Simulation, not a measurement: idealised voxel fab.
process module | voxel transistor to metal
cross-section cut | 200 nm wide | cells 5 nm
A cross-section is a grid of square cells, given in bands from the top down. A band is one or more rows of cells.
Each band's line starts with the height of the band's top and of its bottom, in nm. Then come its materials from left to right, each with its width in nm. One material with "throughout" fills the band from edge to edge. "air" is empty space.
Height 0 is the level under which the wafer as received is all one material. The lowest band goes on downwards, as in "0 down".
A width such as "30 to 40" changes by the same amount from each row of cells to the next, from the band's top row to its bottom row.
"no change" after a step means that no cell of the cross-section changed.
closed voids: empty space of 8 cells or more with no open way to the top, each as width x height at its distance from the left edge, in nm
after a step's settings: what the simulator itself notes on the step
overlay nm, on a step with a mask: how far to the right of its planned place the mask lay; to the left if negative
plan
1 op RECEIVE | material Si
2 op CONFORMAL_DEP | material SiO2 | thk nm 5
3 op CONFORMAL_DEP | material SiN | thk nm 15
4 op MASKED_ETCH | tone cover | mask id ACTIVE | width nm 95 | etch materials SiN | depth nm 15 | overlay nm 0
5 op MASKED_ETCH | tone cover | mask id ACTIVE | width nm 95 | etch materials SiO2 | depth nm 5 | overlay nm 0
6 op MASKED_ETCH | tone cover | mask id ACTIVE | width nm 95 | etch materials Si | depth nm 30 | overlay nm 0
7 op OXIDIZE | depth nm 5
8 op FILL_DEP | material SiO2 | thk nm 10
9 op CMP | height nm 20
10 op SELECTIVE_ETCH | etch materials SiO2 | depth nm 10
11 op STRIP | etch materials SiN
12 op SELECTIVE_ETCH | etch materials SiO2 | depth nm 5
13 op OXIDIZE | depth nm 5
14 op DIRECTIONAL_DEP | material polySi | thk nm 30
15 op DIRECTIONAL_DEP | material SiCN | thk nm 15
16 op PATTERN | tone cover | mask id GATE | material resist | width nm 15 | thk nm 20 | overlay nm 0
17 op DIRECTIONAL_ETCH | etch materials SiCN | depth nm 25
18 op DIRECTIONAL_ETCH | etch materials polySi | depth nm 40
19 op STRIP | etch materials resist
20 op CONFORMAL_DEP | material SiO2 | thk nm 5
21 op DIRECTIONAL_ETCH | etch materials SiO2 | depth nm 5
22 op CONFORMAL_DEP | material SiN | thk nm 5
23 op DIRECTIONAL_ETCH | etch materials SiN | depth nm 5
24 op DIRECTIONAL_ETCH | etch materials SiO2 | depth nm 5
25 op DIRECTIONAL_ETCH | etch materials Si | depth nm 15
26 op EPI | material pSi | thk nm 20
27 op FILL_DEP | material SiO2 | thk nm 5
28 op CMP | height nm 45
29 op DIRECTIONAL_DEP | material SiO2 | thk nm 10
30 op PATTERN | tone open | mask id CONTACT | material resist | width nm 20 | pitch nm 65 | thk nm 20 | overlay nm 0
31 op DIRECTIONAL_ETCH | etch materials SiO2 | depth nm 55
32 op STRIP | etch materials resist
33 op CONFORMAL_DEP | material TiN | thk nm 5
34 op FILL_DEP | material Ru | thk nm 5
35 op CMP | height nm 55
36 op DIRECTIONAL_DEP | material TiN | thk nm 5
37 op DIRECTIONAL_DEP | material W | thk nm 25
38 op MASKED_ETCH | tone cover | mask id METAL_1 | width nm 20 | pitch nm 65 | etch materials W | depth nm 25 | overlay nm 0
39 op MASKED_ETCH | tone cover | mask id METAL_1 | width nm 20 | pitch nm 65 | etch materials TiN | depth nm 5 | overlay nm 0
40 op CONFORMAL_DEP | material SiCN | thk nm 5
41 op FILL_DEP | material lowk | thk nm 5
42 op CMP | height nm 85
43 op CONFORMAL_DEP | material SiCN | thk nm 5
44 op DIRECTIONAL_DEP | material SiO2 | thk nm 35
45 op MASKED_ETCH | tone open | mask id METAL_2 | width nm 20 | pitch nm 65 | etch materials SiO2 | depth nm 20 | overlay nm 0
46 op MASKED_ETCH | tone open | mask id METAL_2_HOLES | width nm 15 | pitch nm 65 | etch materials SiO2 | depth nm 15 | overlay nm 0
47 op MASKED_ETCH | tone open | mask id METAL_2_HOLES | width nm 15 | pitch nm 65 | etch materials SiCN | depth nm 5 | overlay nm 0
48 op CONFORMAL_DEP | material TiN | thk nm 5
49 op FILL_DEP | material Cu | thk nm 5
50 op CMP | height nm 125
51 op CONFORMAL_DEP | material SiN | thk nm 5
as received, after step 1
  0 down: Si throughout
  closed voids: none
a wafer at the end: this start, this plan, one mistake
  130 to 125: SiN throughout
  125 to 100: SiO2 55 | TiN 5 | Cu 10 | TiN 5 | SiO2 45 | TiN 5 | Cu 10 | TiN 5 | SiO2 60
  100 to 90: SiO2 55 | TiN 5 | Cu 5 | TiN 10 to 5 | SiO2 45 to 50 | TiN 5 | Cu 5 | TiN 10 to 5 | SiO2 60 to 65
  90 to 85: SiCN 55 | TiN 15 | SiCN 50 | TiN 15 | SiCN 65
  85 to 60: lowk 50 | SiCN 5 | W 20 | SiCN 5 | lowk 35 | SiCN 5 | W 20 | SiCN 5 | lowk 55
  60 to 55: SiCN 55 | TiN 20 | SiCN 45 | TiN 20 | SiCN 60
  55 to 45: SiO2 55 | TiN 5 | Ru 10 | TiN 5 | SiO2 45 | TiN 5 | Ru 10 | TiN 5 | SiO2 60
  45 to 30: SiO2 55 | TiN 5 | Ru 10 | TiN 5 | SiO2 5 | SiN 5 | SiO2 5 | SiCN 15 | SiO2 5 | SiN 5 | SiO2 5 | TiN 5 | Ru 10 | TiN 5 | SiO2 60
  30 to 20: SiO2 55 | TiN 5 | Ru 10 | TiN 5 | SiO2 5 | SiN 5 | SiO2 5 | polySi 15 | SiO2 5 | SiN 5 | SiO2 5 | TiN 5 | Ru 10 | TiN 5 | SiO2 60
  20 to 15: SiO2 55 | TiN 20 | SiO2 5 | SiN 5 | SiO2 5 | polySi 15 | SiO2 5 | SiN 5 | SiO2 5 | TiN 20 | SiO2 60
  15 to 5: SiO2 55 | TiN 5 | pSi 20 | SiN 5 | SiO2 5 | polySi 15 | SiO2 5 | SiN 5 | pSi 20 | TiN 5 | SiO2 60
  5 to 0: SiO2 50 | SiN 5 | TiN 5 | pSi 20 | SiN 5 | SiO2 5 | polySi 15 | SiO2 5 | SiN 5 | pSi 20 | TiN 5 | SiN 5 | SiO2 55
  0 to -5: SiO2 55 | pSi 25 | SiO2 35 | pSi 25 | SiO2 60
  -5 to -20: SiO2 55 | pSi 25 | Si 35 | pSi 25 | SiO2 60
  -20 to -35: SiO2 55 | Si 85 | SiO2 60
  -35 down: Si throughout
  closed voids: none
what went wrong: step 45 ran as: op MASKED_ETCH | tone open | mask id METAL_2 | width nm 20 | pitch nm 65 | etch materials SiO2 | depth nm 30 | overlay nm 0
